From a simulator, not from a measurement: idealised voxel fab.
Module name: voxel self aligned vias (process module)
Cross-section cut spans 240 nm and uses square cells 5 nm in size.
Cross-section spec: square-cell grid; bands listed top down; each band is one or more rows. Top height, bottom height, nm. Materials left to right, width each, nm. Single material + "edge to edge" = fills band edge to edge. "air" = empty. Basically, 0 is our baseline, since under it the wafer straight out of the box is all one material. The bottom band has no lower end and keeps on going down, so it looks like "from 0 down". Note: "30->40" means the width goes from the first number (top row of the band) to the second number (bottom row) in equal steps per row of cells. "no alterations made", as given for a step, is the statement that not any cell of the cross-section underwent a change during that step. The entry titled "Sealed void list" provides the empty spaces that have no open way to the top, restricted to those of 8 cells or more. Each is presented as width x height at distance, the distance being measured from the left edge, with all three in nm. Formally, on a step line, whatever follows the settings is a remark that the simulator itself makes on the step. A step's line can hold "overlay nm"; with a mask on that step, the setting says how far right of the planned place the mask lay, while a negative setting says it lay to the left.

# Steps in the process plan
| 1 | RECEIVE: material Si |
| 2 | CONFORMAL_DEP: material SiO2, thk nm 15 |
| 3 | CONFORMAL_DEP: material SiCN, thk nm 5 |
| 4 | DIRECTIONAL_DEP: material lowk, thk nm 25 |
| 5 | DIRECTIONAL_DEP: material aC, thk nm 15 |
| 6 | PATTERN: tone open, mask id LINES, material resist, width nm 25, pitch nm 65, thk nm 35, overlay nm 0 |
| 7 | DIRECTIONAL_ETCH: etch materials aC, depth nm 15 |
| 8 | STRIP: etch materials resist |
| 9 | DIRECTIONAL_ETCH: etch materials lowk, depth nm 25 |
| 10 | STRIP: etch materials aC |
| 11 | CONFORMAL_DEP: material TiN, thk nm 5 |
| 12 | FILL_DEP: material W, thk nm 5 |
| 13 | CMP: height nm 45 |
| 14 | SELECTIVE_ETCH: etch materials W Ru TiN, depth nm 10 |
| 15 | FILL_DEP: material SiN, thk nm 5 |
| 16 | CMP: height nm 45 |
| 17 | DIRECTIONAL_DEP: material lowk, thk nm 15 |
| 18 | MASKED_ETCH: tone open, mask id VIAS, width nm 35, pitch nm 130, etch materials lowk, depth nm 15, overlay nm 0 |
| 19 | MASKED_ETCH: tone open, mask id VIAS, width nm 35, pitch nm 130, etch materials SiN, depth nm 10, overlay nm 0 |
| 20 | CONFORMAL_DEP: material TiN, thk nm 5 |
| 21 | FILL_DEP: material Cu, thk nm 5 |
| 22 | CMP: height nm 60 |
| 23 | CONFORMAL_DEP: material SiCN, thk nm 5 |

# Received-state cross-section, reflecting completion of step 1
	from 0 down = Si edge to edge
	Sealed void list: none

# First of two wafers at the end of the module, shown in cross-section; run carried out as planned
	from 65 to 60 = SiCN edge to edge
	from 60 to 50 = lowk 35 nm  TiN 5 nm  Cu 25 nm  TiN 5 nm  lowk 95 nm  TiN 5 nm  Cu 25 nm  TiN 5 nm  lowk 40 nm
	from 50 to 45 = lowk 35 nm  TiN 10 nm  Cu 15 nm  TiN 10 nm  lowk 95 nm  TiN 10 nm  Cu 15 nm  TiN 10 nm  lowk 40 nm
	from 45 to 40 = lowk 40 nm  TiN 5 nm  Cu 15 nm  TiN 5 nm  lowk 40 nm  SiN 25 nm  lowk 40 nm  TiN 5 nm  Cu 15 nm  TiN 5 nm  lowk 45 nm
	from 40 to 35 = lowk 40 nm  TiN 25 nm  lowk 40 nm  SiN 25 nm  lowk 40 nm  TiN 25 nm  lowk 45 nm
	from 35 to 25 = lowk 40 nm  TiN 5 nm  W 15 nm  TiN 5 nm  lowk 40 nm  TiN 5 nm  W 15 nm  TiN 5 nm  lowk 40 nm  TiN 5 nm  W 15 nm  TiN 5 nm  lowk 45 nm
	from 25 to 20 = lowk 40 nm  TiN 25 nm  lowk 40 nm  TiN 25 nm  lowk 40 nm  TiN 25 nm  lowk 45 nm
	from 20 to 15 = SiCN edge to edge
	from 15 to 0 = SiO2 edge to edge
	from 0 down = Si edge to edge
	Sealed void list: none

# Cross-section at end of module for the second wafer of two, which matched the first in starting point and plan and differed by one mistake in its processing
	from 65 to 60 = SiCN edge to edge
	from 60 to 50 = lowk 35 nm  TiN 5 nm  Cu 25 nm  TiN 5 nm  lowk 95 nm  TiN 5 nm  Cu 25 nm  TiN 5 nm  lowk 40 nm
	from 50 to 45 = lowk 35 nm  TiN 35 nm  lowk 95 nm  TiN 35 nm  lowk 40 nm
	from 45 to 35 = lowk 40 nm  TiN 5 nm  W 15 nm  TiN 5 nm  lowk 40 nm  SiN 5 nm  W 15 nm  SiN 5 nm  lowk 40 nm  TiN 5 nm  W 15 nm  TiN 5 nm  lowk 45 nm
	from 35 to 25 = lowk 40 nm  TiN 5 nm  W 15 nm  TiN 5 nm  lowk 40 nm  TiN 5 nm  W 15 nm  TiN 5 nm  lowk 40 nm  TiN 5 nm  W 15 nm  TiN 5 nm  lowk 45 nm
	from 25 to 20 = lowk 40 nm  TiN 25 nm  lowk 40 nm  TiN 25 nm  lowk 40 nm  TiN 25 nm  lowk 45 nm
	from 20 to 15 = SiCN edge to edge
	from 15 to 0 = SiO2 edge to edge
	from 0 down = Si edge to edge
	Sealed void list: none
Error vs. plan: contrary to plan, step 14 was performed as SELECTIVE_ETCH: etch materials TiN, depth nm 10
End check, counted in cells, second wafer has more or fewer of these materials than the first: 12 fewer of Cu | 6 fewer of SiN | 18 more of W
